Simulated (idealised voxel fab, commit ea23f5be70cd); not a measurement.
process module | voxel self aligned vias
cross-section cut | 235 nm wide | cells 5 nm
A cross-section is a grid of square cells, given in bands from the top down. A band is one or more rows of cells.
Each band's line starts with the height of the band's top and of its bottom, in nm. Then come its materials from left to right, each with its width in nm. One material with "throughout" fills the band from edge to edge. "air" is empty space.
Height 0 is the level under which the wafer as received is all one material. The lowest band goes on downwards, as in "0 down".
A width such as "30 to 40" changes by the same amount from each row of cells to the next, from the band's top row to its bottom row.
"no change" after a step means that no cell of the cross-section changed.
closed voids: empty space of 8 cells or more with no open way to the top, each as width x height at its distance from the left edge, in nm
after a step's settings: what the simulator itself notes on the step
overlay nm, on a step with a mask: how far to the right of its planned place the mask lay; to the left if negative
plan
1 op RECEIVE | material Si
2 op CONFORMAL_DEP | material SiO2 | thk nm 15
3 op CONFORMAL_DEP | material SiCN | thk nm 5
4 op DIRECTIONAL_DEP | material lowk | thk nm 30
5 op DIRECTIONAL_DEP | material aC | thk nm 15
6 op PATTERN | tone open | mask id LINES | material resist | width nm 20 | pitch nm 60 | thk nm 35 | overlay nm 0
7 op DIRECTIONAL_ETCH | etch materials aC | depth nm 15
8 op STRIP | etch materials resist
9 op DIRECTIONAL_ETCH | etch materials lowk | depth nm 30
10 op STRIP | etch materials aC
11 op CONFORMAL_DEP | material TiN | thk nm 5
12 op FILL_DEP | material Ru | thk nm 5
13 op CMP | height nm 50
14 op SELECTIVE_ETCH | etch materials W Ru TiN | depth nm 5
15 op FILL_DEP | material SiN | thk nm 5
16 op CMP | height nm 50
17 op DIRECTIONAL_DEP | material lowk | thk nm 20
18 op PATTERN | tone open | mask id VIAS | material resist | width nm 30 | pitch nm 60 | thk nm 15 | overlay nm 0
19 op DIRECTIONAL_ETCH | etch materials lowk | depth nm 20
20 op DIRECTIONAL_ETCH | etch materials SiN | depth nm 5
21 op STRIP | etch materials resist
22 op CONFORMAL_DEP | material TiN | thk nm 5
23 op FILL_DEP | material Cu | thk nm 10
24 op CMP | height nm 70
25 op CONFORMAL_DEP | material SiCN | thk nm 5
first wafer, as planned
as received, after step 1
  0 down: Si throughout
  closed voids: none
after step 2
  15 to 0: SiO2 throughout
  below 0: unchanged
after step 3
  20 to 15: SiCN throughout
  below 15: unchanged
after step 4
  50 to 20: lowk throughout
  below 20: unchanged
after step 5
  65 to 50: aC throughout
  below 50: unchanged
after step 6
  100 to 65: resist 75 | air 20 | resist 40 | air 20 | resist 80
  below 65: unchanged
after step 7
  85 to 65: resist 75 | air 20 | resist 40 | air 20 | resist 80
  65 to 50: aC 75 | air 20 | aC 40 | air 20 | aC 80
  below 50: unchanged
after step 8
  65 to 50: aC 75 | air 20 | aC 40 | air 20 | aC 80
  below 50: unchanged
after step 9
  65 to 50: aC 75 | air 20 | aC 40 | air 20 | aC 80
  50 to 20: lowk 75 | air 20 | lowk 40 | air 20 | lowk 80
  below 20: unchanged
after step 10
  50 to 20: lowk 75 | air 20 | lowk 40 | air 20 | lowk 80
  below 20: unchanged
after step 11
  55 to 50: TiN 80 | air 10 | TiN 50 | air 10 | TiN 85
  50 to 25: lowk 75 | TiN 5 | air 10 | TiN 5 | lowk 40 | TiN 5 | air 10 | TiN 5 | lowk 80
  25 to 20: lowk 75 | TiN 20 | lowk 40 | TiN 20 | lowk 80
  below 20: unchanged
after step 12
  60 to 55: Ru throughout
  55 to 50: TiN 80 | Ru 10 | TiN 50 | Ru 10 | TiN 85
  50 to 25: lowk 75 | TiN 5 | Ru 10 | TiN 5 | lowk 40 | TiN 5 | Ru 10 | TiN 5 | lowk 80
  below 25: unchanged
after step 13
  50 to 25: lowk 75 | TiN 5 | Ru 10 | TiN 5 | lowk 40 | TiN 5 | Ru 10 | TiN 5 | lowk 80
  below 25: unchanged
after step 14
  50 to 45: lowk 75 | air 20 | lowk 40 | air 20 | lowk 80
  below 45: unchanged
after step 15
  55 to 50: SiN throughout
  50 to 45: lowk 75 | SiN 20 | lowk 40 | SiN 20 | lowk 80
  below 45: unchanged
after step 16
  50 to 45: lowk 75 | SiN 20 | lowk 40 | SiN 20 | lowk 80
  below 45: unchanged
after step 17
  70 to 50: lowk throughout
  below 50: unchanged
after step 18
  85 to 70: resist 70 | air 30 | resist 30 | air 30 | resist 75
  below 70: unchanged
after step 19
  85 to 70: resist 70 | air 30 | resist 30 | air 30 | resist 75
  70 to 50: lowk 70 | air 30 | lowk 30 | air 30 | lowk 75
  below 50: unchanged
after step 20
  85 to 70: resist 70 | air 30 | resist 30 | air 30 | resist 75
  70 to 50: lowk 70 | air 30 | lowk 30 | air 30 | lowk 75
  50 to 45: lowk 75 | air 20 | lowk 40 | air 20 | lowk 80
  below 45: unchanged
after step 21
  70 to 50: lowk 70 | air 30 | lowk 30 | air 30 | lowk 75
  below 50: unchanged
after step 22
  75 to 70: TiN 75 | air 20 | TiN 40 | air 20 | TiN 80
  70 to 55: lowk 70 | TiN 5 | air 20 | TiN 5 | lowk 30 | TiN 5 | air 20 | TiN 5 | lowk 75
  55 to 50: lowk 70 | TiN 10 | air 10 | TiN 10 | lowk 30 | TiN 10 | air 10 | TiN 10 | lowk 75
  50 to 45: lowk 75 | TiN 20 | lowk 40 | TiN 20 | lowk 80
  below 45: unchanged
after step 23
  85 to 75: Cu throughout
  75 to 70: TiN 75 | Cu 20 | TiN 40 | Cu 20 | TiN 80
  70 to 55: lowk 70 | TiN 5 | Cu 20 | TiN 5 | lowk 30 | TiN 5 | Cu 20 | TiN 5 | lowk 75
  55 to 50: lowk 70 | TiN 10 | Cu 10 | TiN 10 | lowk 30 | TiN 10 | Cu 10 | TiN 10 | lowk 75
  below 50: unchanged
after step 24
  70 to 55: lowk 70 | TiN 5 | Cu 20 | TiN 5 | lowk 30 | TiN 5 | Cu 20 | TiN 5 | lowk 75
  below 55: unchanged
after step 25
  75 to 70: SiCN throughout
  below 70: unchanged
second wafer: like start, like plan, one mistake. Through step 2 it matches the first wafer
when step 3 should have ended: no change
when step 4 should have ended
  45 to 15: lowk throughout
  below 15: unchanged
when step 5 should have ended
  60 to 45: aC throughout
  below 45: unchanged
when step 6 should have ended
  95 to 60: resist 75 | air 20 | resist 40 | air 20 | resist 80
  below 60: unchanged
when step 7 should have ended
  80 to 60: resist 75 | air 20 | resist 40 | air 20 | resist 80
  60 to 45: aC 75 | air 20 | aC 40 | air 20 | aC 80
  below 45: unchanged
when step 8 should have ended
  60 to 45: aC 75 | air 20 | aC 40 | air 20 | aC 80
  below 45: unchanged
when step 9 should have ended
  60 to 45: aC 75 | air 20 | aC 40 | air 20 | aC 80
  45 to 15: lowk 75 | air 20 | lowk 40 | air 20 | lowk 80
  below 15: unchanged
when step 10 should have ended
  45 to 15: lowk 75 | air 20 | lowk 40 | air 20 | lowk 80
  below 15: unchanged
when step 11 should have ended
  50 to 45: TiN 80 | air 10 | TiN 50 | air 10 | TiN 85
  45 to 20: lowk 75 | TiN 5 | air 10 | TiN 5 | lowk 40 | TiN 5 | air 10 | TiN 5 | lowk 80
  20 to 15: lowk 75 | TiN 20 | lowk 40 | TiN 20 | lowk 80
  below 15: unchanged
when step 12 should have ended
  55 to 50: Ru throughout
  50 to 45: TiN 80 | Ru 10 | TiN 50 | Ru 10 | TiN 85
  45 to 20: lowk 75 | TiN 5 | Ru 10 | TiN 5 | lowk 40 | TiN 5 | Ru 10 | TiN 5 | lowk 80
  below 20: unchanged
when step 13 should have ended
  50 to 45: TiN 80 | Ru 10 | TiN 50 | Ru 10 | TiN 85
  below 45: unchanged
when step 14 should have ended
  45 to 20: lowk 75 | TiN 5 | Ru 10 | TiN 5 | lowk 40 | TiN 5 | Ru 10 | TiN 5 | lowk 80
  below 20: unchanged
when step 15 should have ended
  50 to 45: SiN throughout
  below 45: unchanged
when step 16 should have ended: no change
when step 17 should have ended
  70 to 50: lowk throughout
  below 50: unchanged
when step 18 should have ended
  85 to 70: resist 70 | air 30 | resist 30 | air 30 | resist 75
  below 70: unchanged
when step 19 should have ended
  85 to 70: resist 70 | air 30 | resist 30 | air 30 | resist 75
  70 to 50: lowk 70 | air 30 | lowk 30 | air 30 | lowk 75
  below 50: unchanged
when step 20 should have ended
  85 to 70: resist 70 | air 30 | resist 30 | air 30 | resist 75
  70 to 50: lowk 70 | air 30 | lowk 30 | air 30 | lowk 75
  50 to 45: SiN 70 | air 30 | SiN 30 | air 30 | SiN 75
  below 45: unchanged
when step 21 should have ended
  70 to 50: lowk 70 | air 30 | lowk 30 | air 30 | lowk 75
  below 50: unchanged
when step 22 should have ended
  75 to 70: TiN 75 | air 20 | TiN 40 | air 20 | TiN 80
  70 to 50: lowk 70 | TiN 5 | air 20 | TiN 5 | lowk 30 | TiN 5 | air 20 | TiN 5 | lowk 75
  50 to 45: SiN 70 | TiN 30 | SiN 30 | TiN 30 | SiN 75
  below 45: unchanged
when step 23 should have ended
  85 to 75: Cu throughout
  75 to 70: TiN 75 | Cu 20 | TiN 40 | Cu 20 | TiN 80
  70 to 50: lowk 70 | TiN 5 | Cu 20 | TiN 5 | lowk 30 | TiN 5 | Cu 20 | TiN 5 | lowk 75
  below 50: unchanged
when step 24 should have ended
  70 to 50: lowk 70 | TiN 5 | Cu 20 | TiN 5 | lowk 30 | TiN 5 | Cu 20 | TiN 5 | lowk 75
  below 50: unchanged
when step 25 should have ended
  75 to 70: SiCN throughout
  below 70: unchanged
what went wrong: step 3 was left out
at the end the second wafer has, in cells: 4 more of Cu | 4 more of Ru | 47 fewer of SiCN | 35 more of SiN | 4 more of TiN
